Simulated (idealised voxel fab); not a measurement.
The document below concerns the process module designated voxel self aligned contacts.
Section cut is 250 nm wide and gridded with 5 nm square cells.
How to read a cross-section here: the picture is a grid of square cells, written as bands going from the top down, and any band can span one or more rows of cells. First you get the band's top height and its bottom height, in nm, and then the materials it's made of, left to right, with each width in nm. If you see a single material with "edge to edge", that one covers the band edge to edge. "blank" is empty space. Height datum 0, below which the as-received substrate wafer is one material. Lowest band open at the bottom, running downward: "from 0 down". Graded width ("30->40"): value in top row of band = first number; value in bottom row = second number; row-to-row change constant. Where the words "nothing different" appear for a step, the cross-section shows no cell changed by that step; every cell remained as before. Look at "Non-vented voids" for the closed voids: empty spaces with no open path to the top, sized 8 cells or up. Each is width x height at distance, distance from the left edge, all nm. Where a step's line continues beyond its settings, the continuation is a remark by the simulator itself on that step. overlay nm: where the mask lay relative to plan, measured to the right, on steps with a mask; negatives go left.

Planned process steps
1) RECEIVE, material Si
2) OXIDIZE, depth nm 5
3) DIRECTIONAL_DEP, material polySi, thk nm 25
4) DIRECTIONAL_DEP, material SiN, thk nm 25
5) DIRECTIONAL_DEP, material aC, thk nm 15
6) PATTERN, tone cover, mask id GATE, material resist, width nm 25, pitch nm 65, thk nm 30, overlay nm 0
7) DIRECTIONAL_ETCH, etch materials aC, depth nm 15
8) STRIP, etch materials resist
9) DIRECTIONAL_ETCH, etch materials SiN, depth nm 25
10) DIRECTIONAL_ETCH, etch materials polySi, depth nm 25
11) STRIP, etch materials aC
12) CONFORMAL_DEP, material SiN, thk nm 10
13) DIRECTIONAL_ETCH, etch materials SiN, depth nm 10
14) FILL_DEP, material SiO2, thk nm 15
15) CMP, height nm 60
16) PATTERN, tone open, mask id CONTACT, material resist, width nm 50, pitch nm 65, thk nm 20, overlay nm 0
17) DIRECTIONAL_ETCH, etch materials SiO2, depth nm 65
18) STRIP, etch materials resist
19) CONFORMAL_DEP, material TiN, thk nm 5
20) FILL_DEP, material W, thk nm 5
21) CMP, height nm 60
22) CONFORMAL_DEP, material SiN, thk nm 5

Account of the first of two wafers, which was processed as intended

Here's what the wafer looked like in cross-section when it arrived - that's after step 1
- from 0 down = Si edge to edge
- Non-vented voids: none

Step 2 done - wafer cross-section
- from 0 to -5 = SiO2 edge to edge
- Nothing below the height -5 has changed.

Step 3 done - wafer cross-section
- from 25 to 0 = polySi edge to edge
- Nothing below the height 0 has changed.

Step 4 done - wafer cross-section
- from 50 to 25 = SiN edge to edge
- Nothing below the height 25 has changed.

Step 5 done - wafer cross-section
- from 65 to 50 = aC edge to edge
- Nothing below the height 50 has changed.

Step 6 done - wafer cross-section
- from 95 to 65 = blank 45 / resist 25 / blank 40 / resist 25 / blank 40 / resist 25 / blank 50
- Nothing below the height 65 has changed.

Step 7 done - wafer cross-section
- from 80 to 65 = blank 45 / resist 25 / blank 40 / resist 25 / blank 40 / resist 25 / blank 50
- from 65 to 50 = blank 45 / aC 25 / blank 40 / aC 25 / blank 40 / aC 25 / blank 50
- Nothing below the height 50 has changed.

Step 8 done - wafer cross-section
- from 65 to 50 = blank 45 / aC 25 / blank 40 / aC 25 / blank 40 / aC 25 / blank 50
- Nothing below the height 50 has changed.

Step 9 done - wafer cross-section
- from 65 to 50 = blank 45 / aC 25 / blank 40 / aC 25 / blank 40 / aC 25 / blank 50
- from 50 to 25 = blank 45 / SiN 25 / blank 40 / SiN 25 / blank 40 / SiN 25 / blank 50
- Nothing below the height 25 has changed.

Step 10 done - wafer cross-section
- from 65 to 50 = blank 45 / aC 25 / blank 40 / aC 25 / blank 40 / aC 25 / blank 50
- from 50 to 25 = blank 45 / SiN 25 / blank 40 / SiN 25 / blank 40 / SiN 25 / blank 50
- from 25 to 0 = blank 45 / polySi 25 / blank 40 / polySi 25 / blank 40 / polySi 25 / blank 50
- Nothing below the height 0 has changed.

Step 11 done - wafer cross-section
- from 50 to 25 = blank 45 / SiN 25 / blank 40 / SiN 25 / blank 40 / SiN 25 / blank 50
- Nothing below the height 25 has changed.

Step 12 done - wafer cross-section
- from 60 to 25 = blank 35 / SiN 45 / blank 20 / SiN 45 / blank 20 / SiN 45 / blank 40
- from 25 to 10 = blank 35 / SiN 10 / polySi 25 / SiN 10 / blank 20 / SiN 10 / polySi 25 / SiN 10 / blank 20 / SiN 10 / polySi 25 / SiN 10 / blank 40
- from 10 to 0 = SiN 45 / polySi 25 / SiN 40 / polySi 25 / SiN 40 / polySi 25 / SiN 50
- Nothing below the height 0 has changed.

Step 13 done - wafer cross-section
- from 50 to 25 = blank 35 / SiN 45 / blank 20 / SiN 45 / blank 20 / SiN 45 / blank 40
- from 25 to 0 = blank 35 / SiN 10 / polySi 25 / SiN 10 / blank 20 / SiN 10 / polySi 25 / SiN 10 / blank 20 / SiN 10 / polySi 25 / SiN 10 / blank 40
- Nothing below the height 0 has changed.

Step 14 done - wafer cross-section
- from 65 to 50 = SiO2 edge to edge
- from 50 to 25 = SiO2 35 / SiN 45 / SiO2 20 / SiN 45 / SiO2 20 / SiN 45 / SiO2 40
- from 25 to 0 = SiO2 35 / SiN 10 / polySi 25 / SiN 10 / SiO2 20 / SiN 10 / polySi 25 / SiN 10 / SiO2 20 / SiN 10 / polySi 25 / SiN 10 / SiO2 40
- Nothing below the height 0 has changed.

Step 15 done - wafer cross-section
- from 60 to 50 = SiO2 edge to edge
- Nothing below the height 50 has changed.

Step 16 done - wafer cross-section
- from 80 to 60 = resist 65 / blank 50 / resist 15 / blank 50 / resist 70
- Nothing below the height 60 has changed.

Step 17 done - wafer cross-section
- from 80 to 60 = resist 65 / blank 50 / resist 15 / blank 50 / resist 70
- from 60 to 50 = SiO2 65 / blank 50 / SiO2 15 / blank 50 / SiO2 70
- from 50 to 25 = SiO2 35 / SiN 45 / blank 20 / SiN 45 / blank 20 / SiN 45 / SiO2 40
- from 25 to 0 = SiO2 35 / SiN 10 / polySi 25 / SiN 10 / blank 20 / SiN 10 / polySi 25 / SiN 10 / blank 20 / SiN 10 / polySi 25 / SiN 10 / SiO2 40
- from 0 to -5 = SiO2 80 / blank 20 / SiO2 45 / blank 20 / SiO2 85
- Nothing below the height -5 has changed.

Step 18 done - wafer cross-section
- from 60 to 50 = SiO2 65 / blank 50 / SiO2 15 / blank 50 / SiO2 70
- Nothing below the height 50 has changed.

Step 19 done - wafer cross-section
- from 65 to 60 = TiN 70 / blank 40 / TiN 25 / blank 40 / TiN 75
- from 60 to 50 = SiO2 65 / TiN 5->20 / blank 40->10 / TiN 5->20 / SiO2 15 / TiN 5->20 / blank 40->10 / TiN 5->20 / SiO2 70
- from 50 to 25 = SiO2 35 / SiN 45 / TiN 5 / blank 10 / TiN 5 / SiN 45 / TiN 5 / blank 10 / TiN 5 / SiN 45 / SiO2 40
- from 25 to 0 = SiO2 35 / SiN 10 / polySi 25 / SiN 10 / TiN 5 / blank 10 / TiN 5 / SiN 10 / polySi 25 / SiN 10 / TiN 5 / blank 10 / TiN 5 / SiN 10 / polySi 25 / SiN 10 / SiO2 40
- from 0 to -5 = SiO2 80 / TiN 20 / SiO2 45 / TiN 20 / SiO2 85
- Nothing below the height -5 has changed.

Step 20 done - wafer cross-section
- from 70 to 65 = W edge to edge
- from 65 to 60 = TiN 70 / W 40 / TiN 25 / W 40 / TiN 75
- from 60 to 50 = SiO2 65 / TiN 5->20 / W 40->10 / TiN 5->20 / SiO2 15 / TiN 5->20 / W 40->10 / TiN 5->20 / SiO2 70
- from 50 to 25 = SiO2 35 / SiN 45 / TiN 5 / W 10 / TiN 5 / SiN 45 / TiN 5 / W 10 / TiN 5 / SiN 45 / SiO2 40
- from 25 to 0 = SiO2 35 / SiN 10 / polySi 25 / SiN 10 / TiN 5 / W 10 / TiN 5 / SiN 10 / polySi 25 / SiN 10 / TiN 5 / W 10 / TiN 5 / SiN 10 / polySi 25 / SiN 10 / SiO2 40
- Nothing below the height 0 has changed.

Step 21 done - wafer cross-section
- from 60 to 50 = SiO2 65 / TiN 5->20 / W 40->10 / TiN 5->20 / SiO2 15 / TiN 5->20 / W 40->10 / TiN 5->20 / SiO2 70
- Nothing below the height 50 has changed.

Step 22 done - wafer cross-section
- from 65 to 60 = SiN edge to edge
- Nothing below the height 60 has changed.

Regarding the second of the two wafers: it shared the first wafer's starting condition and process plan, yet one error occurred during its execution. Its history coincides with that of the first wafer up to and including step 15

Cross-sectional view of the second wafer at the intended end time of process step 16
- from 80 to 60 = blank 65 / resist 50 / blank 15 / resist 50 / blank 70
- Nothing below the height 60 has changed.

Cross-sectional view of the second wafer at the intended end time of process step 17
- from 80 to 60 = blank 65 / resist 50 / blank 15 / resist 50 / blank 70
- from 60 to 50 = blank 65 / SiO2 50 / blank 15 / SiO2 50 / blank 70
- from 50 to 25 = blank 35 / SiN 45 / SiO2 20 / SiN 45 / SiO2 20 / SiN 45 / blank 40
- from 25 to 0 = blank 35 / SiN 10 / polySi 25 / SiN 10 / SiO2 20 / SiN 10 / polySi 25 / SiN 10 / SiO2 20 / SiN 10 / polySi 25 / SiN 10 / blank 40
- from 0 to -5 = blank 35 / SiO2 175 / blank 40
- Nothing below the height -5 has changed.

Cross-sectional view of the second wafer at the intended end time of process step 18
- from 60 to 50 = blank 65 / SiO2 50 / blank 15 / SiO2 50 / blank 70
- Nothing below the height 50 has changed.

Cross-sectional view of the second wafer at the intended end time of process step 19
- from 65 to 60 = blank 60 / TiN 60 / blank 5 / TiN 60 / blank 65
- from 60 to 55 = blank 60 / TiN 5 / SiO2 50 / TiN 5 / blank 5 / TiN 5 / SiO2 50 / TiN 5 / blank 65
- from 55 to 50 = blank 30 / TiN 35 / SiO2 50 / TiN 15 / SiO2 50 / TiN 35 / blank 35
- from 50 to 25 = blank 30 / TiN 5 / SiN 45 / SiO2 20 / SiN 45 / SiO2 20 / SiN 45 / TiN 5 / blank 35
- from 25 to 0 = blank 30 / TiN 5 / SiN 10 / polySi 25 / SiN 10 / SiO2 20 / SiN 10 / polySi 25 / SiN 10 / SiO2 20 / SiN 10 / polySi 25 / SiN 10 / TiN 5 / blank 35
- from 0 to -5 = TiN 35 / SiO2 175 / TiN 40
- Nothing below the height -5 has changed.

Cross-sectional view of the second wafer at the intended end time of process step 20
- from 70 to 65 = W edge to edge
- from 65 to 60 = W 60 / TiN 60 / W 5 / TiN 60 / W 65
- from 60 to 55 = W 60 / TiN 5 / SiO2 50 / TiN 5 / W 5 / TiN 5 / SiO2 50 / TiN 5 / W 65
- from 55 to 50 = W 30 / TiN 35 / SiO2 50 / TiN 15 / SiO2 50 / TiN 35 / W 35
- from 50 to 25 = W 30 / TiN 5 / SiN 45 / SiO2 20 / SiN 45 / SiO2 20 / SiN 45 / TiN 5 / W 35
- from 25 to 0 = W 30 / TiN 5 / SiN 10 / polySi 25 / SiN 10 / SiO2 20 / SiN 10 / polySi 25 / SiN 10 / SiO2 20 / SiN 10 / polySi 25 / SiN 10 / TiN 5 / W 35
- Nothing below the height 0 has changed.

Cross-sectional view of the second wafer at the intended end time of process step 21
- from 60 to 55 = W 60 / TiN 5 / SiO2 50 / TiN 5 / W 5 / TiN 5 / SiO2 50 / TiN 5 / W 65
- Nothing below the height 55 has changed.

Cross-sectional view of the second wafer at the intended end time of process step 22
- from 65 to 60 = SiN edge to edge
- Nothing below the height 60 has changed.
what went wrong: in deviation from the planned setting, step 16 was conducted as PATTERN, tone cover, mask id CONTACT, material resist, width nm 50, pitch nm 65, thk nm 20, overlay nm 0
at the end the second wafer has, in cells: 97 fewer of SiO2; 12 fewer of TiN; 109 more of W
